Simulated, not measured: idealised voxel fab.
Proc. module: voxel self aligned vias
Each square cell in cross-section cut measures 5 nm, and the section as a whole is 295 nm wide.
Square cells in a grid make up a cross-section in this document, and the grid is given as bands, listed from the top down, each one or more rows of cells. Band: top and bottom heights (nm) first, top before bottom; then materials from left to right, widths in nm. "full width" marks a sole material filling the band edge to edge. "air" denotes empty space. Measure heights from 0. That's the level where, below it, the as-received wafer is all one material. The lowest band is bottomless and extends downward; write it as in "0..down". Width spec "30->40" -> top row of cells at first value, bottom row at second value, equal per-row change in between. The cross-section has no changed cell in any step marked "nothing changed". Voids not open to the top, 8 cells minimum: see "Enclosed void listing". Written width x height at distance; distance is from the left edge; nm. What comes after the settings on a step's line is commentary from the simulator itself on that step. overlay nm: mask offset rightward from planned place, masked step; negative means leftward offset.

-- These are the steps we planned for the process
1) RECEIVE (material Si)
2) CONFORMAL_DEP (material SiO2; thk nm 10)
3) CONFORMAL_DEP (material SiCN; thk nm 5)
4) DIRECTIONAL_DEP (material SiO2; thk nm 25)
5) DIRECTIONAL_DEP (material aC; thk nm 15)
6) PATTERN (tone open; mask id LINES; material resist; width nm 30; pitch nm 65; thk nm 30; overlay nm 0)
7) DIRECTIONAL_ETCH (etch materials aC; depth nm 15)
8) STRIP (etch materials resist)
9) DIRECTIONAL_ETCH (etch materials SiO2; depth nm 25)
10) STRIP (etch materials aC)
11) CONFORMAL_DEP (material TiN; thk nm 5)
12) FILL_DEP (material W; thk nm 5)
13) CMP (height nm 40)
14) SELECTIVE_ETCH (etch materials W Ru TiN; depth nm 5)
15) FILL_DEP (material SiN; thk nm 5)
16) CMP (height nm 40)
17) DIRECTIONAL_DEP (material SiO2; thk nm 15)
18) DIRECTIONAL_DEP (material aC; thk nm 15)
19) PATTERN (tone open; mask id VIAS; material resist; width nm 40; thk nm 35; overlay nm 0)
20) DIRECTIONAL_ETCH (etch materials aC; depth nm 15)
21) STRIP (etch materials resist)
22) DIRECTIONAL_ETCH (etch materials SiO2; depth nm 15)
23) DIRECTIONAL_ETCH (etch materials SiN; depth nm 5)
24) STRIP (etch materials aC)
25) CONFORMAL_DEP (material TiN; thk nm 5)
26) FILL_DEP (material W; thk nm 5)
27) CMP (height nm 55)
28) CONFORMAL_DEP (material SiN; thk nm 5)

-- Of two wafers, the first: run according to plan

-- Here's what the wafer looked like in cross-section when it arrived - that's after step 1
- 0..down: Si full width
- Enclosed void listing: none

-- Wafer xsec, post step 2
- 10..0: SiO2 full width
- Lower than 0, everything is as it was.

-- Wafer xsec, post step 3
- 15..10: SiCN full width
- Lower than 10, everything is as it was.

-- Wafer xsec, post step 4
- 40..15: SiO2 full width
- Lower than 15, everything is as it was.

-- Wafer xsec, post step 5
- 55..40: aC full width
- Lower than 40, everything is as it was.

-- Wafer xsec, post step 6
- 85..55: 100 resist; 30 air; 35 resist; 30 air; 100 resist
- Lower than 55, everything is as it was.

-- Wafer xsec, post step 7
- 70..55: 100 resist; 30 air; 35 resist; 30 air; 100 resist
- 55..40: 100 aC; 30 air; 35 aC; 30 air; 100 aC
- Lower than 40, everything is as it was.

-- Wafer xsec, post step 8
- 55..40: 100 aC; 30 air; 35 aC; 30 air; 100 aC
- Lower than 40, everything is as it was.

-- Wafer xsec, post step 9
- 55..40: 100 aC; 30 air; 35 aC; 30 air; 100 aC
- 40..15: 100 SiO2; 30 air; 35 SiO2; 30 air; 100 SiO2
- Lower than 15, everything is as it was.

-- Wafer xsec, post step 10
- 40..15: 100 SiO2; 30 air; 35 SiO2; 30 air; 100 SiO2
- Lower than 15, everything is as it was.

-- Wafer xsec, post step 11
- 45..40: 105 TiN; 20 air; 45 TiN; 20 air; 105 TiN
- 40..20: 100 SiO2; 5 TiN; 20 air; 5 TiN; 35 SiO2; 5 TiN; 20 air; 5 TiN; 100 SiO2
- 20..15: 100 SiO2; 30 TiN; 35 SiO2; 30 TiN; 100 SiO2
- Lower than 15, everything is as it was.

-- Wafer xsec, post step 12
- 50..45: W full width
- 45..40: 105 TiN; 20 W; 45 TiN; 20 W; 105 TiN
- 40..20: 100 SiO2; 5 TiN; 20 W; 5 TiN; 35 SiO2; 5 TiN; 20 W; 5 TiN; 100 SiO2
- Lower than 20, everything is as it was.

-- Wafer xsec, post step 13
- 40..20: 100 SiO2; 5 TiN; 20 W; 5 TiN; 35 SiO2; 5 TiN; 20 W; 5 TiN; 100 SiO2
- Lower than 20, everything is as it was.

-- Wafer xsec, post step 14
- 40..35: 100 SiO2; 30 air; 35 SiO2; 30 air; 100 SiO2
- Lower than 35, everything is as it was.

-- Wafer xsec, post step 15
- 45..40: SiN full width
- 40..35: 100 SiO2; 30 SiN; 35 SiO2; 30 SiN; 100 SiO2
- Lower than 35, everything is as it was.

-- Wafer xsec, post step 16
- 40..35: 100 SiO2; 30 SiN; 35 SiO2; 30 SiN; 100 SiO2
- Lower than 35, everything is as it was.

-- Wafer xsec, post step 17
- 55..40: SiO2 full width
- Lower than 40, everything is as it was.

-- Wafer xsec, post step 18
- 70..55: aC full width
- Lower than 55, everything is as it was.

-- Wafer xsec, post step 19
- 105..70: 95 resist; 40 air; 160 resist
- Lower than 70, everything is as it was.

-- Wafer xsec, post step 20
- 90..70: 95 resist; 40 air; 160 resist
- 70..55: 95 aC; 40 air; 160 aC
- Lower than 55, everything is as it was.

-- Wafer xsec, post step 21
- 70..55: 95 aC; 40 air; 160 aC
- Lower than 55, everything is as it was.

-- Wafer xsec, post step 22
- 70..55: 95 aC; 40 air; 160 aC
- 55..40: 95 SiO2; 40 air; 160 SiO2
- Lower than 40, everything is as it was.

-- Wafer xsec, post step 23
- 70..55: 95 aC; 40 air; 160 aC
- 55..40: 95 SiO2; 40 air; 160 SiO2
- 40..35: 100 SiO2; 30 air; 35 SiO2; 30 SiN; 100 SiO2
- Lower than 35, everything is as it was.

-- Wafer xsec, post step 24
- 55..40: 95 SiO2; 40 air; 160 SiO2
- Lower than 40, everything is as it was.

-- Wafer xsec, post step 25
- 60..55: 100 TiN; 30 air; 165 TiN
- 55..45: 95 SiO2; 5 TiN; 30 air; 5 TiN; 160 SiO2
- 45..40: 95 SiO2; 10 TiN; 20 air; 10 TiN; 160 SiO2
- 40..35: 100 SiO2; 30 TiN; 35 SiO2; 30 SiN; 100 SiO2
- Lower than 35, everything is as it was.

-- Wafer xsec, post step 26
- 65..60: W full width
- 60..55: 100 TiN; 30 W; 165 TiN
- 55..45: 95 SiO2; 5 TiN; 30 W; 5 TiN; 160 SiO2
- 45..40: 95 SiO2; 10 TiN; 20 W; 10 TiN; 160 SiO2
- Lower than 40, everything is as it was.

-- Wafer xsec, post step 27
- 55..45: 95 SiO2; 5 TiN; 30 W; 5 TiN; 160 SiO2
- Lower than 45, everything is as it was.

-- Wafer xsec, post step 28
- 60..55: SiN full width
- Lower than 55, everything is as it was.

-- Wafer two. Same start, same plan, one slip in execution. Same as wafer one through step 13, inclusive

-- Cross-section of the second wafer when, according to plan, step 14 should have finished
- 40..35: 100 air; 5 TiN; 20 W; 5 TiN; 35 air; 5 TiN; 20 W; 5 TiN; 100 air
- Lower than 35, everything is as it was.

-- Cross-section of the second wafer when, according to plan, step 15 should have finished
- 45..40: SiN full width
- 40..35: 100 SiN; 5 TiN; 20 W; 5 TiN; 35 SiN; 5 TiN; 20 W; 5 TiN; 100 SiN
- Lower than 35, everything is as it was.

-- Cross-section of the second wafer when, according to plan, step 16 should have finished
- 40..35: 100 SiN; 5 TiN; 20 W; 5 TiN; 35 SiN; 5 TiN; 20 W; 5 TiN; 100 SiN
- Lower than 35, everything is as it was.

-- Cross-section of the second wafer when, according to plan, step 17 should have finished
- 55..40: SiO2 full width
- Lower than 40, everything is as it was.

-- Cross-section of the second wafer when, according to plan, step 18 should have finished
- 70..55: aC full width
- Lower than 55, everything is as it was.

-- Cross-section of the second wafer when, according to plan, step 19 should have finished
- 105..70: 95 resist; 40 air; 160 resist
- Lower than 70, everything is as it was.

-- Cross-section of the second wafer when, according to plan, step 20 should have finished
- 90..70: 95 resist; 40 air; 160 resist
- 70..55: 95 aC; 40 air; 160 aC
- Lower than 55, everything is as it was.

-- Cross-section of the second wafer when, according to plan, step 21 should have finished
- 70..55: 95 aC; 40 air; 160 aC
- Lower than 55, everything is as it was.

-- Cross-section of the second wafer when, according to plan, step 22 should have finished
- 70..55: 95 aC; 40 air; 160 aC
- 55..40: 95 SiO2; 40 air; 160 SiO2
- Lower than 40, everything is as it was.

-- Cross-section of the second wafer when, according to plan, step 23 should have finished
- 70..55: 95 aC; 40 air; 160 aC
- 55..40: 95 SiO2; 40 air; 160 SiO2
- 40..35: 95 SiN; 5 air; 5 TiN; 20 W; 5 TiN; 5 air; 30 SiN; 5 TiN; 20 W; 5 TiN; 100 SiN
- Lower than 35, everything is as it was.

-- Cross-section of the second wafer when, according to plan, step 24 should have finished
- 55..40: 95 SiO2; 40 air; 160 SiO2
- Lower than 40, everything is as it was.

-- Cross-section of the second wafer when, according to plan, step 25 should have finished
- 60..55: 100 TiN; 30 air; 165 TiN
- 55..45: 95 SiO2; 5 TiN; 30 air; 5 TiN; 160 SiO2
- 45..40: 95 SiO2; 40 TiN; 160 SiO2
- 40..35: 95 SiN; 10 TiN; 20 W; 10 TiN; 30 SiN; 5 TiN; 20 W; 5 TiN; 100 SiN
- Lower than 35, everything is as it was.

-- Cross-section of the second wafer when, according to plan, step 26 should have finished
- 65..60: W full width
- 60..55: 100 TiN; 30 W; 165 TiN
- 55..45: 95 SiO2; 5 TiN; 30 W; 5 TiN; 160 SiO2
- Lower than 45, everything is as it was.

-- Cross-section of the second wafer when, according to plan, step 27 should have finished
- 55..45: 95 SiO2; 5 TiN; 30 W; 5 TiN; 160 SiO2
- Lower than 45, everything is as it was.

-- Cross-section of the second wafer when, according to plan, step 28 should have finished
- 60..55: SiN full width
- Lower than 55, everything is as it was.
Deviation noted in wafer processing: step 14 changed vs plan, executed as SELECTIVE_ETCH (etch materials SiO2; depth nm 5)
Upon completion, the second wafer contains, in terms of cells, a greater or smaller amount of certain materials than the first wafer: SiN +39; SiO2 -47; TiN +4; W +4
